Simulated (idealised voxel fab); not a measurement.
Title: Process Module voxel ribs on slabs
The width of the displayed cross-section, cut, is 285 nm; its cells are square, with a size of 5 nm.
In this document a cross-section is written as a grid of square cells. It is given as a series of bands, listed from the top down, and a band is one or more rows of cells. The entry gives the band's vertical extent as a top height and a bottom height in nm, then its horizontal make-up as materials from left to right, each with a width in nm. "empty" stands for empty space; a single material marked "throughout" fills the band edge to edge. Zero point of the height axis is 0; under it, received wafer = one material. Lowest band: continues down indefinitely, "from 0 down". The width entry "30 to 40" should be interpreted row by row: the top row of cells in the band takes the first number, the bottom row takes the second number, and the change between adjacent rows is uniform throughout. Where the words "everything unchanged" appear for a step, the cross-section shows no cell changed by that step; every cell remained as before. Each empty space that has no open way to the top and spans at least 8 cells appears under "Trapped void list" as width x height at distance, the distance counted from the left edge, all in nm. Text after the settings on a step's line: the simulator's own remark on that step. overlay nm: step with mask; distance mask lay right of planned place; negative value = left of planned place.

PROCESS STEPS FORESEEN IN THE PLAN
1,RECEIVE, material Si
2,DIRECTIONAL_DEP, material SiO2, thk nm 30
3,DIRECTIONAL_DEP, material SiN, thk nm 20
4,DIRECTIONAL_DEP, material aC, thk nm 15
5,PATTERN, tone cover, mask id RIB, material resist, width nm 30, thk nm 30, overlay nm 0
6,DIRECTIONAL_ETCH, etch materials aC, depth nm 15
7,STRIP, etch materials resist
8,DIRECTIONAL_ETCH, etch materials SiN, depth nm 5
9,STRIP, etch materials aC
10,DIRECTIONAL_DEP, material aC, thk nm 15
11,PATTERN, tone cover, mask id SLAB, material resist, width nm 60, thk nm 35, overlay nm 0
12,DIRECTIONAL_ETCH, etch materials aC, depth nm 15
13,STRIP, etch materials resist
14,DIRECTIONAL_ETCH, etch materials SiN, depth nm 15
15,STRIP, etch materials aC
16,FILL_DEP, material SiO2, thk nm 25
17,CMP, height nm 65
18,DIRECTIONAL_DEP, material W, thk nm 10
19,PATTERN, tone cover, mask id HEATER, material resist, width nm 40, thk nm 20, overlay nm 0
20,DIRECTIONAL_ETCH, etch materials W, depth nm 10
21,STRIP, etch materials resist
22,CONFORMAL_DEP, material SiN, thk nm 10

FIRST OF THE TWO WAFERS, RUN PER PLAN

CROSS-SECTION OF THE INCOMING WAFER, STATE AFTER STEP 1
    from 0 down: Si throughout
    Trapped void list: none

ONCE STEP 2 IS THROUGH, THE WAFER LOOKS LIKE THIS IN CROSS-SECTION
    from 30 to 0: SiO2 throughout
    All layers under 0 are left as they were.

ONCE STEP 3 IS THROUGH, THE WAFER LOOKS LIKE THIS IN CROSS-SECTION
    from 50 to 30: SiN throughout
    All layers under 30 are left as they were.

ONCE STEP 4 IS THROUGH, THE WAFER LOOKS LIKE THIS IN CROSS-SECTION
    from 65 to 50: aC throughout
    All layers under 50 are left as they were.

ONCE STEP 5 IS THROUGH, THE WAFER LOOKS LIKE THIS IN CROSS-SECTION
    from 95 to 65: 125 empty, 30 resist, 130 empty
    All layers under 65 are left as they were.

ONCE STEP 6 IS THROUGH, THE WAFER LOOKS LIKE THIS IN CROSS-SECTION
    from 80 to 65: 125 empty, 30 resist, 130 empty
    from 65 to 50: 125 empty, 30 aC, 130 empty
    All layers under 50 are left as they were.

ONCE STEP 7 IS THROUGH, THE WAFER LOOKS LIKE THIS IN CROSS-SECTION
    from 65 to 50: 125 empty, 30 aC, 130 empty
    All layers under 50 are left as they were.

ONCE STEP 8 IS THROUGH, THE WAFER LOOKS LIKE THIS IN CROSS-SECTION
    from 65 to 50: 125 empty, 30 aC, 130 empty
    from 50 to 45: 125 empty, 30 SiN, 130 empty
    All layers under 45 are left as they were.

ONCE STEP 9 IS THROUGH, THE WAFER LOOKS LIKE THIS IN CROSS-SECTION
    from 50 to 45: 125 empty, 30 SiN, 130 empty
    All layers under 45 are left as they were.

ONCE STEP 10 IS THROUGH, THE WAFER LOOKS LIKE THIS IN CROSS-SECTION
    from 65 to 60: 125 empty, 30 aC, 130 empty
    from 60 to 50: aC throughout
    from 50 to 45: 125 aC, 30 SiN, 130 aC
    All layers under 45 are left as they were.

ONCE STEP 11 IS THROUGH, THE WAFER LOOKS LIKE THIS IN CROSS-SECTION
    from 100 to 65: 110 empty, 60 resist, 115 empty
    from 65 to 60: 110 empty, 15 resist, 30 aC, 15 resist, 115 empty
    All layers under 60 are left as they were.

ONCE STEP 12 IS THROUGH, THE WAFER LOOKS LIKE THIS IN CROSS-SECTION
    from 85 to 65: 110 empty, 60 resist, 115 empty
    from 65 to 60: 110 empty, 15 resist, 30 aC, 15 resist, 115 empty
    from 60 to 50: 110 empty, 60 aC, 115 empty
    from 50 to 45: 110 empty, 15 aC, 30 SiN, 15 aC, 115 empty
    All layers under 45 are left as they were.

ONCE STEP 13 IS THROUGH, THE WAFER LOOKS LIKE THIS IN CROSS-SECTION
    from 65 to 60: 125 empty, 30 aC, 130 empty
    All layers under 60 are left as they were.

ONCE STEP 14 IS THROUGH, THE WAFER LOOKS LIKE THIS IN CROSS-SECTION
    from 65 to 60: 125 empty, 30 aC, 130 empty
    from 60 to 50: 110 empty, 60 aC, 115 empty
    from 50 to 45: 110 empty, 15 aC, 30 SiN, 15 aC, 115 empty
    from 45 to 30: 110 empty, 60 SiN, 115 empty
    All layers under 30 are left as they were.

ONCE STEP 15 IS THROUGH, THE WAFER LOOKS LIKE THIS IN CROSS-SECTION
    from 50 to 45: 125 empty, 30 SiN, 130 empty
    All layers under 45 are left as they were.

ONCE STEP 16 IS THROUGH, THE WAFER LOOKS LIKE THIS IN CROSS-SECTION
    from 75 to 50: SiO2 throughout
    from 50 to 45: 125 SiO2, 30 SiN, 130 SiO2
    from 45 to 30: 110 SiO2, 60 SiN, 115 SiO2
    All layers under 30 are left as they were.

ONCE STEP 17 IS THROUGH, THE WAFER LOOKS LIKE THIS IN CROSS-SECTION
    from 65 to 50: SiO2 throughout
    All layers under 50 are left as they were.

ONCE STEP 18 IS THROUGH, THE WAFER LOOKS LIKE THIS IN CROSS-SECTION
    from 75 to 65: W throughout
    All layers under 65 are left as they were.

ONCE STEP 19 IS THROUGH, THE WAFER LOOKS LIKE THIS IN CROSS-SECTION
    from 95 to 75: 120 empty, 40 resist, 125 empty
    All layers under 75 are left as they were.

ONCE STEP 20 IS THROUGH, THE WAFER LOOKS LIKE THIS IN CROSS-SECTION
    from 95 to 75: 120 empty, 40 resist, 125 empty
    from 75 to 65: 120 empty, 40 W, 125 empty
    All layers under 65 are left as they were.

ONCE STEP 21 IS THROUGH, THE WAFER LOOKS LIKE THIS IN CROSS-SECTION
    from 75 to 65: 120 empty, 40 W, 125 empty
    All layers under 65 are left as they were.

ONCE STEP 22 IS THROUGH, THE WAFER LOOKS LIKE THIS IN CROSS-SECTION
    from 85 to 75: 110 empty, 60 SiN, 115 empty
    from 75 to 65: 120 SiN, 40 W, 125 SiN
    All layers under 65 are left as they were.

WHAT FOLLOWS CONCERNS THE SECOND WAFER, WHICH STARTED OUT LIKE THE FIRST AND WAS MEANT TO FOLLOW THE VERY SAME PLAN; ONE MISTAKE CREPT IN WHEN IT WAS RUN, BUT EVERYTHING UP TO AND INCLUDING STEP 21 IS THE SAME AS FOR THE FIRST WAFER

Cross-section, second wafer, at the end time the plan gives for step 22: everything unchanged
Processing error: plan step 22: skipped, not run
End check, counted in cells, second wafer has more or fewer of these materials than the first: 122 fewer of SiN
